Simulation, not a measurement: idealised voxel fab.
Herein follows the process module entitled voxel released beams.
For reference, the cross-section in this document is cut, with width 295 nm and square cells of 5 nm.
Reading order for cross-sections: top band down to bottom band. Underlying form: a grid of square cells. Band size: one or more rows of cells. Band: top height; bottom height; in nm. Then, left to right: material with width in nm, for each material. "everywhere": a single material spanning edge to edge. "air": empty space. Basically, 0 is our baseline, since under it the wafer straight out of the box is all one material. The bottom band has no lower end and keeps on going down, so it looks like "0 nm and below". With a width like "30 to 40", each row of cells in the band differs from the next by the same amount, the top row carrying the first number and the bottom row the second. Take "nothing was modified" at face value: in the step it is given for, the cross-section changed in none of its cells. "Enclosed void listing" lists enclosed empty spaces (at least 8 cells, no open path upward to the top), each as width x height at distance from the left edge, in nm. Read whatever lies past the settings on a step's line as the simulator's own remark about the step. What "overlay nm" on a step's line means: if the step has a mask, that mask lay this far to the right of its planned place, or, when the value is negative, to the left.

The steps planned for the process are as follows
step 1: op RECEIVE | material Si
step 2: op CONFORMAL_DEP | material SiN | thk nm 5
step 3: op DIRECTIONAL_DEP | material SiO2 | thk nm 10
step 4: op MASKED_ETCH | tone open | mask id ANCHOR | width nm 45 | etch materials SiO2 | depth nm 10 | overlay nm 0
step 5: op CONFORMAL_DEP | material TiN | thk nm 15
step 6: op PATTERN | tone cover | mask id BEAM | material resist | width nm 105 | thk nm 15 | overlay nm 0
step 7: op DIRECTIONAL_ETCH | etch materials TiN | depth nm 15
step 8: op STRIP | etch materials resist
step 9: op STRIP | etch materials SiO2

First wafer out of two, processed as planned

Received-state cross-section, reflecting completion of step 1
* 0 nm and below: Si everywhere
* Enclosed void listing: none

Cross-section: wafer state after step 2
* 5 nm to 0 nm: SiN everywhere
* No changes below 0.

Cross-section: wafer state after step 3
* 15 nm to 5 nm: SiO2 everywhere
* No changes below 5.

Cross-section: wafer state after step 4
* 15 nm to 5 nm: SiO2 (95), then air (45), then SiO2 (155)
* No changes below 5.

Cross-section: wafer state after step 5
* 30 nm to 20 nm: TiN (110), then air (15), then TiN (170)
* 20 nm to 15 nm: TiN everywhere
* 15 nm to 5 nm: SiO2 (95), then TiN (45), then SiO2 (155)
* No changes below 5.

Cross-section: wafer state after step 6
* 45 nm to 30 nm: air (90), then resist (105), then air (100)
* 30 nm to 20 nm: TiN (110), then resist (15), then TiN (170)
* No changes below 20.

Cross-section: wafer state after step 7
* 45 nm to 30 nm: air (90), then resist (105), then air (100)
* 30 nm to 20 nm: air (90), then TiN (20), then resist (15), then TiN (70), then air (100)
* 20 nm to 15 nm: air (90), then TiN (105), then air (100)
* No changes below 15.

Cross-section: wafer state after step 8
* 30 nm to 20 nm: air (90), then TiN (20), then air (15), then TiN (70), then air (100)
* No changes below 20.

Cross-section: wafer state after step 9
* 30 nm to 20 nm: air (90), then TiN (20), then air (15), then TiN (70), then air (100)
* 20 nm to 15 nm: air (90), then TiN (105), then air (100)
* 15 nm to 5 nm: air (95), then TiN (45), then air (155)
* No changes below 5.

Second wafer: like start, like plan, one mistake. Through step 1 it matches the first wafer

Cross-section of the second wafer when, according to plan, step 2 should have finished
* 5 nm to 0 nm: SiO2 everywhere
* No changes below 0.

Cross-section of the second wafer when, according to plan, step 3 should have finished
* 15 nm to 0 nm: SiO2 everywhere
* No changes below 0.

Cross-section of the second wafer when, according to plan, step 4 should have finished
* 15 nm to 5 nm: SiO2 (95), then air (45), then SiO2 (155)
* No changes below 5.

Cross-section of the second wafer when, according to plan, step 5 should have finished
* 30 nm to 20 nm: TiN (110), then air (15), then TiN (170)
* 20 nm to 15 nm: TiN everywhere
* 15 nm to 5 nm: SiO2 (95), then TiN (45), then SiO2 (155)
* No changes below 5.

Cross-section of the second wafer when, according to plan, step 6 should have finished
* 45 nm to 30 nm: air (90), then resist (105), then air (100)
* 30 nm to 20 nm: TiN (110), then resist (15), then TiN (170)
* No changes below 20.

Cross-section of the second wafer when, according to plan, step 7 should have finished
* 45 nm to 30 nm: air (90), then resist (105), then air (100)
* 30 nm to 20 nm: air (90), then TiN (20), then resist (15), then TiN (70), then air (100)
* 20 nm to 15 nm: air (90), then TiN (105), then air (100)
* No changes below 15.

Cross-section of the second wafer when, according to plan, step 8 should have finished
* 30 nm to 20 nm: air (90), then TiN (20), then air (15), then TiN (70), then air (100)
* No changes below 20.

Cross-section of the second wafer when, according to plan, step 9 should have finished
* 0 nm and below: Si everywhere
The plan and the run diverged here: step 2 ran as: op CONFORMAL_DEP | material SiO2 | thk nm 5
Counted in cells at the end, the second wafer holds more or fewer of these materials than the first: SiN -59 | TiN -75
